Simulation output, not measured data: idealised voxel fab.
Process module name: voxel wiring stack
Section cut is 210 nm wide and gridded with 5 nm square cells.
Cross-section spec: square-cell grid; bands listed top down; each band is one or more rows.
Heads up on the band format: heights come first, top then bottom, in nm. After that it's the materials left to right, each with its width in nm. A single material flagged "everywhere" fills the whole band edge to edge, and "empty" means there's empty space there.
Where do heights start? At 0: under that level the wafer as delivered is made of one material only. And the lowest band has no floor; it just carries on downward, as in "0 and below".
A width given as "30..40" starts at the first number in the band's top row and ends at the second number in its bottom row, shifting by an equal amount at every step from row to row.
Step marked "nothing changed"? Then no cell in the cross-section changed in it.
In the "Entrapped void list" entry, you get each enclosed empty space of 8 cells or more, one with no open way to the top, written width x height at distance, distance from the left edge, in nm.
The remark found on a step's line after its settings is issued by the simulator itself and pertains to that step.
overlay nm: on a step with a mask, how far right of its planned place the mask lay; negative means left.
Reading guide: pairs of cross-sections, before and after one process step; after view cut off at lowest changed band; step and settings listed under each pair. Pairs may stem from different runs of this module on the same starting wafer; continuity with the pair above only where the "Incoming profile" entry states it.
Incoming profile:
30 down to 20  55 SiO2, then 5 SiCN, then 30 Ru, then 5 SiCN, then 20 SiO2, then 5 SiCN, then 30 Ru, then 5 SiCN, then 55 SiO2
20 down to 15  60 SiCN, then 30 TiN, then 30 SiCN, then 30 TiN, then 60 SiCN
15 down to 0  SiO2 everywhere
0 and below  Si everywhere
Entrapped void list: none
Resultant Cross-Section:
35 down to 30  SiCN everywhere
Below 30, no change.
Entrapped void list: none
Going from one cross-section above to the next, the wafer undergoes CONFORMAL_DEP with material SiCN, thk nm 5
Incoming profile: the state before this step is the cross-section shown after the step in the pair just above.
Resultant Cross-Section:
45 down to 35  SiO2 everywhere
Below 35, no change.
Entrapped void list: none
Going from one cross-section above to the next, the wafer undergoes DIRECTIONAL_DEP with material SiO2, thk nm 10
Incoming profile: the state before this step is the cross-section shown after the step in the pair just above.
Resultant Cross-Section:
45 down to 35  60 SiO2, then 15 empty, then 135 SiO2
Below 35, no change.
Entrapped void list: none
Going from one cross-section above to the next, the wafer undergoes MASKED_ETCH with tone open, mask id PLUG_1, width nm 15, etch materials SiO2, depth nm 10, overlay nm 0
Incoming profile: the state before this step is the cross-section shown after the step in the pair just above.
Resultant Cross-Section:
45 down to 35  60 SiO2, then 15 empty, then 135 SiO2
35 down to 30  60 SiCN, then 15 empty, then 135 SiCN
Below 30, no change.
Entrapped void list: none
Going from one cross-section above to the next, the wafer undergoes MASKED_ETCH with tone open, mask id PLUG_1, width nm 15, etch materials SiCN, depth nm 5, overlay nm 0
Incoming profile: the state before this step is the cross-section shown after the step in the pair just above.
Resultant Cross-Section:
45 down to 40  60 SiO2, then 15 empty, then 135 SiO2
40 down to 35  60 SiO2, then 15 Ru, then 135 SiO2
35 down to 30  60 SiCN, then 15 Ru, then 135 SiCN
Below 30, no change.
Entrapped void list: none
Going from one cross-section above to the next, the wafer undergoes EPI with material Ru, thk nm 10
Incoming profile: the state before this step is the cross-section shown after the step in the pair just above.
Resultant Cross-Section:
45 down to 35  60 SiO2, then 15 Ru, then 135 SiO2
Below 35, no change.
Entrapped void list: none
Going from one cross-section above to the next, the wafer undergoes EPI with material Ru, thk nm 5
Incoming profile: the state before this step is the cross-section shown after the step in the pair just above.
Resultant Cross-Section:
50 down to 45  SiN everywhere
Below 45, no change.
Entrapped void list: none
Going from one cross-section above to the next, the wafer undergoes CONFORMAL_DEP with material SiN, thk nm 5
Incoming profile: the state before this step is the cross-section shown after the step in the pair just above.
Resultant Cross-Section:
70 down to 50  lowk everywhere
Below 50, no change.
Entrapped void list: none
Going from one cross-section above to the next, the wafer undergoes DIRECTIONAL_DEP with material lowk, thk nm 20
Incoming profile: the state before this step is the cross-section shown after the step in the pair just above.
Resultant Cross-Section:
70 down to 50  60 lowk, then 30 empty, then 30 lowk, then 30 empty, then 60 lowk
Below 50, no change.
Entrapped void list: none
Going from one cross-section above to the next, the wafer undergoes MASKED_ETCH with tone open, mask id METAL_2, width nm 30, pitch nm 60, etch materials lowk, depth nm 20, overlay nm 0
Incoming profile: the state before this step is the cross-section shown after the step in the pair just above.
Resultant Cross-Section:
70 down to 50  60 lowk, then 30 empty, then 30 lowk, then 30 empty, then 60 lowk
50 down to 45  60 SiN, then 30 empty, then 30 SiN, then 30 empty, then 60 SiN
Below 45, no change.
Entrapped void list: none
Going from one cross-section above to the next, the wafer undergoes MASKED_ETCH with tone open, mask id METAL_2, width nm 30, pitch nm 60, etch materials SiN, depth nm 5, overlay nm 0
Incoming profile: the state before this step is the cross-section shown after the step in the pair just above.
Resultant Cross-Section:
75 down to 70  65 TiN, then 20 empty, then 40 TiN, then 20 empty, then 65 TiN
70 down to 50  60 lowk, then 5 TiN, then 20 empty, then 5 TiN, then 30 lowk, then 5 TiN, then 20 empty, then 5 TiN, then 60 lowk
50 down to 45  60 SiN, then 30 TiN, then 30 SiN, then 30 TiN, then 60 SiN
Below 45, no change.
Entrapped void list: none
Going from one cross-section above to the next, the wafer undergoes CONFORMAL_DEP with material TiN, thk nm 5
Incoming profile: the state before this step is the cross-section shown after the step in the pair just above.
Resultant Cross-Section:
85 down to 75  Cu everywhere
75 down to 70  65 TiN, then 20 Cu, then 40 TiN, then 20 Cu, then 65 TiN
70 down to 50  60 lowk, then 5 TiN, then 20 Cu, then 5 TiN, then 30 lowk, then 5 TiN, then 20 Cu, then 5 TiN, then 60 lowk
Below 50, no change.
Entrapped void list: none
Going from one cross-section above to the next, the wafer undergoes FILL_DEP with material Cu, thk nm 10
Incoming profile: the state before this step is the cross-section shown after the step in the pair just above.
Resultant Cross-Section:
80 down to 75  Cu everywhere
Below 75, no change.
Entrapped void list: none
Going from one cross-section above to the next, the wafer undergoes CMP with height nm 80
Incoming profile: the state before this step is the cross-section shown after the step in the pair just above.
Resultant Cross-Section:
85 down to 80  Ru everywhere
Below 80, no change.
Entrapped void list: none
Going from one cross-section above to the next, the wafer undergoes EPI with material Ru, thk nm 5
Incoming profile: the state before this step is the cross-section shown after the step in the pair just above.
Resultant Cross-Section:
90 down to 85  SiCN everywhere
Below 85, no change.
Entrapped void list: none
Going from one cross-section above to the next, the wafer undergoes FILL_DEP with material SiCN, thk nm 5
Incoming profile:
80 down to 60  lowk everywhere
60 down to 55  SiN everywhere
55 down to 45  60 SiO2, then 15 Ru, then 135 SiO2
45 down to 40  60 SiCN, then 15 Ru, then 135 SiCN
40 down to 20  55 SiO2, then 5 SiCN, then 30 Ru, then 5 SiCN, then 20 SiO2, then 5 SiCN, then 30 Ru, then 5 SiCN, then 55 SiO2
20 down to 15  60 SiCN, then 30 TiN, then 30 SiCN, then 30 TiN, then 60 SiCN
15 down to 0  SiO2 everywhere
0 and below  Si everywhere
Entrapped void list: none
Resultant Cross-Section:
80 down to 60  65 lowk, then 25 empty, then 35 lowk, then 25 empty, then 60 lowk
Below 60, no change.
Entrapped void list: none
Going from one cross-section above to the next, the wafer undergoes MASKED_ETCH with tone open, mask id METAL_2, width nm 25, pitch nm 60, etch materials lowk, depth nm 20, overlay nm 0
Incoming profile: the state before this step is the cross-section shown after the step in the pair just above.
Resultant Cross-Section:
80 down to 60  65 lowk, then 25 empty, then 35 lowk, then 25 empty, then 60 lowk
60 down to 55  65 SiN, then 25 empty, then 35 SiN, then 25 empty, then 60 SiN
Below 55, no change.
Entrapped void list: none
Going from one cross-section above to the next, the wafer undergoes MASKED_ETCH with tone open, mask id METAL_2, width nm 30, pitch nm 60, etch materials SiN, depth nm 5, overlay nm 0
Incoming profile: the state before this step is the cross-section shown after the step in the pair just above.
Resultant Cross-Section:
85 down to 80  70 TiN, then 15 empty, then 45 TiN, then 15 empty, then 65 TiN
80 down to 60  65 lowk, then 5 TiN, then 15 empty, then 5 TiN, then 35 lowk, then 5 TiN, then 15 empty, then 5 TiN, then 60 lowk
60 down to 55  65 SiN, then 25 TiN, then 35 SiN, then 25 TiN, then 60 SiN
Below 55, no change.
Entrapped void list: none
Going from one cross-section above to the next, the wafer undergoes CONFORMAL_DEP with material TiN, thk nm 5
Incoming profile: the state before this step is the cross-section shown after the step in the pair just above.
Resultant Cross-Section:
95 down to 85  Cu everywhere
85 down to 80  70 TiN, then 15 Cu, then 45 TiN, then 15 Cu, then 65 TiN
80 down to 60  65 lowk, then 5 TiN, then 15 Cu, then 5 TiN, then 35 lowk, then 5 TiN, then 15 Cu, then 5 TiN, then 60 lowk
Below 60, no change.
Entrapped void list: none
Going from one cross-section above to the next, the wafer undergoes FILL_DEP with material Cu, thk nm 10
Incoming profile: the state before this step is the cross-section shown after the step in the pair just above.
Resultant Cross-Section:
80 down to 60  65 lowk, then 5 TiN, then 15 Cu, then 5 TiN, then 35 lowk, then 5 TiN, then 15 Cu, then 5 TiN, then 60 lowk
Below 60, no change.
Entrapped void list: none
Going from one cross-section above to the next, the wafer undergoes CMP with height nm 80
Incoming profile: the state before this step is the cross-section shown after the step in the pair just above.
Resultant Cross-Section:
85 down to 80  60 empty, then 35 Ru, then 25 empty, then 35 Ru, then 55 empty
Below 80, no change.
Entrapped void list: none
Going from one cross-section above to the next, the wafer undergoes EPI with material Ru, thk nm 5
Incoming profile: the state before this step is the cross-section shown after the step in the pair just above.
Resultant Cross-Section:
90 down to 85  SiCN everywhere
85 down to 80  60 SiCN, then 35 Ru, then 25 SiCN, then 35 Ru, then 55 SiCN
Below 80, no change.
Entrapped void list: none
Going from one cross-section above to the next, the wafer undergoes FILL_DEP with material SiCN, thk nm 5
Incoming profile:
55 down to 45  60 SiO2, then 15 empty, then 135 SiO2
45 down to 40  SiCN everywhere
40 down to 20  55 SiO2, then 5 SiCN, then 30 Ru, then 5 SiCN, then 20 SiO2, then 5 SiCN, then 30 Ru, then 5 SiCN, then 55 SiO2
20 down to 15  60 SiCN, then 30 TiN, then 30 SiCN, then 30 TiN, then 60 SiCN
15 down to 0  SiO2 everywhere
0 and below  Si everywhere
Entrapped void list: none
Resultant Cross-Section:
55 down to 45  60 SiO2, then 15 empty, then 135 SiO2
45 down to 40  70 SiCN, then 5 empty, then 135 SiCN
Below 40, no change.
Entrapped void list: none
Going from one cross-section above to the next, the wafer undergoes MASKED_ETCH with tone open, mask id PLUG_1, width nm 15, etch materials SiCN, depth nm 5, overlay nm 10
Incoming profile: the state before this step is the cross-section shown after the step in the pair just above.
Resultant Cross-Section:
55 down to 50  60 SiO2, then 15 empty, then 135 SiO2
50 down to 45  60 SiO2, then 5 empty, then 10 Ru, then 135 SiO2
45 down to 40  70 SiCN, then 5 Ru, then 135 SiCN
Below 40, no change.
Entrapped void list: none
Going from one cross-section above to the next, the wafer undergoes EPI with material Ru, thk nm 10
Incoming profile: the state before this step is the cross-section shown after the step in the pair just above.
Resultant Cross-Section:
55 down to 45  60 SiO2, then 15 Ru, then 135 SiO2
Below 45, no change.
Entrapped void list: none
Going from one cross-section above to the next, the wafer undergoes EPI with material Ru, thk nm 5
Incoming profile: the state before this step is the cross-section shown after the step in the pair just above.
Resultant Cross-Section:
60 down to 55  SiN everywhere
Below 55, no change.
Entrapped void list: none
Going from one cross-section above to the next, the wafer undergoes CONFORMAL_DEP with material SiN, thk nm 5
Incoming profile: the state before this step is the cross-section shown after the step in the pair just above.
Resultant Cross-Section:
80 down to 60  lowk everywhere
Below 60, no change.
Entrapped void list: none
Going from one cross-section above to the next, the wafer undergoes DIRECTIONAL_DEP with material lowk, thk nm 20
Incoming profile: the state before this step is the cross-section shown after the step in the pair just above.
Resultant Cross-Section:
80 down to 60  60 lowk, then 30 empty, then 30 lowk, then 30 empty, then 60 lowk
Below 60, no change.
Entrapped void list: none
Going from one cross-section above to the next, the wafer undergoes MASKED_ETCH with tone open, mask id METAL_2, width nm 30, pitch nm 60, etch materials lowk, depth nm 20, overlay nm 0
Incoming profile: the state before this step is the cross-section shown after the step in the pair just above.
Resultant Cross-Section:
80 down to 60  60 lowk, then 30 empty, then 30 lowk, then 30 empty, then 60 lowk
60 down to 55  60 SiN, then 30 empty, then 30 SiN, then 30 empty, then 60 SiN
Below 55, no change.
Entrapped void list: none
Going from one cross-section above to the next, the wafer undergoes MASKED_ETCH with tone open, mask id METAL_2, width nm 30, pitch nm 60, etch materials SiN, depth nm 5, overlay nm 0
Incoming profile: the state before this step is the cross-section shown after the step in the pair just above.
Resultant Cross-Section:
85 down to 80  65 TiN, then 20 empty, then 40 TiN, then 20 empty, then 65 TiN
80 down to 60  60 lowk, then 5 TiN, then 20 empty, then 5 TiN, then 30 lowk, then 5 TiN, then 20 empty, then 5 TiN, then 60 lowk
60 down to 55  60 SiN, then 30 TiN, then 30 SiN, then 30 TiN, then 60 SiN
Below 55, no change.
Entrapped void list: none
Going from one cross-section above to the next, the wafer undergoes CONFORMAL_DEP with material TiN, thk nm 5
Incoming profile: the state before this step is the cross-section shown after the step in the pair just above.
Resultant Cross-Section:
95 down to 85  Cu everywhere
85 down to 80  65 TiN, then 20 Cu, then 40 TiN, then 20 Cu, then 65 TiN
80 down to 60  60 lowk, then 5 TiN, then 20 Cu, then 5 TiN, then 30 lowk, then 5 TiN, then 20 Cu, then 5 TiN, then 60 lowk
Below 60, no change.
Entrapped void list: none
Going from one cross-section above to the next, the wafer undergoes FILL_DEP with material Cu, thk nm 10
Incoming profile: the state before this step is the cross-section shown after the step in the pair just above.
Resultant Cross-Section:
80 down to 60  60 lowk, then 5 TiN, then 20 Cu, then 5 TiN, then 30 lowk, then 5 TiN, then 20 Cu, then 5 TiN, then 60 lowk
Below 60, no change.
Entrapped void list: none
Going from one cross-section above to the next, the wafer undergoes CMP with height nm 80
Incoming profile: the state before this step is the cross-section shown after the step in the pair just above.
Resultant Cross-Section:
85 down to 80  55 empty, then 40 Ru, then 20 empty, then 40 Ru, then 55 empty
Below 80, no change.
Entrapped void list: none
Going from one cross-section above to the next, the wafer undergoes EPI with material Ru, thk nm 5
Incoming profile: the state before this step is the cross-section shown after the step in the pair just above.
Resultant Cross-Section:
90 down to 85  SiCN everywhere
85 down to 80  55 SiCN, then 40 Ru, then 20 SiCN, then 40 Ru, then 55 SiCN
Below 80, no change.
Entrapped void list: none
Going from one cross-section above to the next, the wafer undergoes FILL_DEP with material SiCN, thk nm 5
Incoming profile:
85 down to 80  55 empty, then 40 Ru, then 20 empty, then 40 Ru, then 55 empty
80 down to 60  60 lowk, then 5 TiN, then 20 Cu, then 5 TiN, then 30 lowk, then 5 TiN, then 20 Cu, then 5 TiN, then 60 lowk
60 down to 55  60 SiN, then 30 TiN, then 30 SiN, then 30 TiN, then 60 SiN
55 down to 45  60 SiO2, then 15 Ru, then 135 SiO2
45 down to 40  60 SiCN, then 15 Ru, then 135 SiCN
40 down to 20  55 SiO2, then 5 SiCN, then 30 Ru, then 5 SiCN, then 20 SiO2, then 5 SiCN, then 30 Ru, then 5 SiCN, then 55 SiO2
20 down to 15  60 SiCN, then 30 TiN, then 30 SiCN, then 30 TiN, then 60 SiCN
15 down to 0  SiO2 everywhere
0 and below  Si everywhere
Entrapped void list: none
Resultant Cross-Section:
90 down to 85  Cu everywhere
85 down to 80  55 Cu, then 40 Ru, then 20 Cu, then 40 Ru, then 55 Cu
Below 80, no change.
Entrapped void list: none
Going from one cross-section above to the next, the wafer undergoes FILL_DEP with material Cu, thk nm 5
Incoming profile:
40 down to 20  Ru everywhere
20 down to 15  TiN everywhere
15 down to 0  SiO2 everywhere
0 and below  Si everywhere
Entrapped void list: none
Resultant Cross-Section:
40 down to 20  60 Ru, then 30 empty, then 30 Ru, then 30 empty, then 60 Ru
Below 20, no change.
Entrapped void list: none
Going from one cross-section above to the next, the wafer undergoes MASKED_ETCH with tone open, mask id METAL_1, width nm 30, pitch nm 60, etch materials Ru, depth nm 20, overlay nm 0
Incoming profile: the state before this step is the cross-section shown after the step in the pair just above.
Resultant Cross-Section:
45 down to 40  65 SiCN, then 20 empty, then 40 SiCN, then 20 empty, then 65 SiCN
40 down to 25  60 Ru, then 5 SiCN, then 20 empty, then 5 SiCN, then 30 Ru, then 5 SiCN, then 20 empty, then 5 SiCN, then 60 Ru
25 down to 20  60 Ru, then 30 SiCN, then 30 Ru, then 30 SiCN, then 60 Ru
Below 20, no change.
Entrapped void list: none
Going from one cross-section above to the next, the wafer undergoes CONFORMAL_DEP with material SiCN, thk nm 5
Incoming profile: the state before this step is the cross-section shown after the step in the pair just above.
Resultant Cross-Section:
50 down to 45  SiO2 everywhere
45 down to 40  65 SiCN, then 20 SiO2, then 40 SiCN, then 20 SiO2, then 65 SiCN
40 down to 25  60 Ru, then 5 SiCN, then 20 SiO2, then 5 SiCN, then 30 Ru, then 5 SiCN, then 20 SiO2, then 5 SiCN, then 60 Ru
Below 25, no change.
Entrapped void list: none
Going from one cross-section above to the next, the wafer undergoes FILL_DEP with material SiO2, thk nm 5
Incoming profile: the state before this step is the cross-section shown after the step in the pair just above.
Resultant Cross-Section:
40 down to 25  60 Ru, then 5 SiCN, then 20 SiO2, then 5 SiCN, then 30 Ru, then 5 SiCN, then 20 SiO2, then 5 SiCN, then 60 Ru
Below 25, no change.
Entrapped void list: none
Going from one cross-section above to the next, the wafer undergoes CMP with height nm 40
Incoming profile: the state before this step is the cross-section shown after the step in the pair just above.
Resultant Cross-Section:
45 down to 40  SiCN everywhere
Below 40, no change.
Entrapped void list: none
Going from one cross-section above to the next, the wafer undergoes CONFORMAL_DEP with material SiCN, thk nm 5
Incoming profile: the state before this step is the cross-section shown after the step in the pair just above.
Resultant Cross-Section:
55 down to 45  SiO2 everywhere
Below 45, no change.
Entrapped void list: none
Going from one cross-section above to the next, the wafer undergoes DIRECTIONAL_DEP with material SiO2, thk nm 10
Incoming profile: the state before this step is the cross-section shown after the step in the pair just above.
Resultant Cross-Section:
55 down to 45  60 SiO2, then 15 empty, then 135 SiO2
Below 45, no change.
Entrapped void list: none
Going from one cross-section above to the next, the wafer undergoes MASKED_ETCH with tone open, mask id PLUG_1, width nm 15, etch materials SiO2, depth nm 10, overlay nm 0
Incoming profile: the state before this step is the cross-section shown after the step in the pair just above.
Resultant Cross-Section:
55 down to 45  60 SiO2, then 15 empty, then 135 SiO2
45 down to 40  60 SiCN, then 15 empty, then 135 SiCN
Below 40, no change.
Entrapped void list: none
Going from one cross-section above to the next, the wafer undergoes MASKED_ETCH with tone open, mask id PLUG_1, width nm 15, etch materials SiCN, depth nm 5, overlay nm 0
Incoming profile: the state before this step is the cross-section shown after the step in the pair just above.
Resultant Cross-Section:
60 down to 55  65 SiN, then 5 empty, then 140 SiN
55 down to 45  60 SiO2, then 5 SiN, then 5 empty, then 5 SiN, then 135 SiO2
45 down to 40  60 SiCN, then 15 SiN, then 135 SiCN
Below 40, no change.
Entrapped void list: none
Going from one cross-section above to the next, the wafer undergoes CONFORMAL_DEP with material SiN, thk nm 5
Incoming profile: the state before this step is the cross-section shown after the step in the pair just above.
Resultant Cross-Section:
80 down to 65  65 lowk, then 5 empty, then 140 lowk
65 down to 60  lowk everywhere
60 down to 55  65 SiN, then 5 lowk, then 140 SiN
55 down to 45  60 SiO2, then 5 SiN, then 5 lowk, then 5 SiN, then 135 SiO2
Below 45, no change.
Entrapped void list: none
Going from one cross-section above to the next, the wafer undergoes DIRECTIONAL_DEP with material lowk, thk nm 20
Incoming profile: the state before this step is the cross-section shown after the step in the pair just above.
Resultant Cross-Section:
80 down to 60  60 lowk, then 30 empty, then 30 lowk, then 30 empty, then 60 lowk
60 down to 55  65 SiN, then 5 empty, then 140 SiN
55 down to 45  60 SiO2, then 5 SiN, then 5 empty, then 5 SiN, then 135 SiO2
Below 45, no change.
Entrapped void list: none
Going from one cross-section above to the next, the wafer undergoes MASKED_ETCH with tone open, mask id METAL_2, width nm 30, pitch nm 60, etch materials lowk, depth nm 20, overlay nm 0
Incoming profile: the state before this step is the cross-section shown after the step in the pair just above.
Resultant Cross-Section:
80 down to 60  60 lowk, then 30 empty, then 30 lowk, then 30 empty, then 60 lowk
60 down to 55  60 SiN, then 30 empty, then 30 SiN, then 30 empty, then 60 SiN
55 down to 45  60 SiO2, then 5 SiN, then 5 empty, then 5 SiN, then 135 SiO2
45 down to 40  60 SiCN, then 5 SiN, then 5 empty, then 5 SiN, then 135 SiCN
Below 40, no change.
Entrapped void list: none
Going from one cross-section above to the next, the wafer undergoes MASKED_ETCH with tone open, mask id METAL_2, width nm 30, pitch nm 60, etch materials SiN, depth nm 5, overlay nm 0
Incoming profile: the state before this step is the cross-section shown after the step in the pair just above.
Resultant Cross-Section:
85 down to 80  65 TiN, then 20 empty, then 40 TiN, then 20 empty, then 65 TiN
80 down to 60  60 lowk, then 5 TiN, then 20 empty, then 5 TiN, then 30 lowk, then 5 TiN, then 20 empty, then 5 TiN, then 60 lowk
60 down to 55  60 SiN, then 30 TiN, then 30 SiN, then 30 TiN, then 60 SiN
55 down to 45  60 SiO2, then 5 SiN, then 5 TiN, then 5 SiN, then 135 SiO2
45 down to 40  60 SiCN, then 5 SiN, then 5 TiN, then 5 SiN, then 135 SiCN
Below 40, no change.
Entrapped void list: none
Going from one cross-section above to the next, the wafer undergoes CONFORMAL_DEP with material TiN, thk nm 5
Incoming profile: the state before this step is the cross-section shown after the step in the pair just above.
Resultant Cross-Section:
95 down to 85  Cu everywhere
85 down to 80  65 TiN, then 20 Cu, then 40 TiN, then 20 Cu, then 65 TiN
80 down to 60  60 lowk, then 5 TiN, then 20 Cu, then 5 TiN, then 30 lowk, then 5 TiN, then 20 Cu, then 5 TiN, then 60 lowk
Below 60, no change.
Entrapped void list: none
Going from one cross-section above to the next, the wafer undergoes FILL_DEP with material Cu, thk nm 10
Incoming profile: the state before this step is the cross-section shown after the step in the pair just above.
Resultant Cross-Section:
80 down to 60  60 lowk, then 5 TiN, then 20 Cu, then 5 TiN, then 30 lowk, then 5 TiN, then 20 Cu, then 5 TiN, then 60 lowk
Below 60, no change.
Entrapped void list: none
Going from one cross-section above to the next, the wafer undergoes CMP with height nm 80
Incoming profile: the state before this step is the cross-section shown after the step in the pair just above.
Resultant Cross-Section:
85 down to 80  55 empty, then 40 Ru, then 20 empty, then 40 Ru, then 55 empty
Below 80, no change.
Entrapped void list: none
Going from one cross-section above to the next, the wafer undergoes EPI with material Ru, thk nm 5
Incoming profile: the state before this step is the cross-section shown after the step in the pair just above.
Resultant Cross-Section:
90 down to 85  SiCN everywhere
85 down to 80  55 SiCN, then 40 Ru, then 20 SiCN, then 40 Ru, then 55 SiCN
Below 80, no change.
Entrapped void list: none
Going from one cross-section above to the next, the wafer undergoes FILL_DEP with material SiCN, thk nm 5
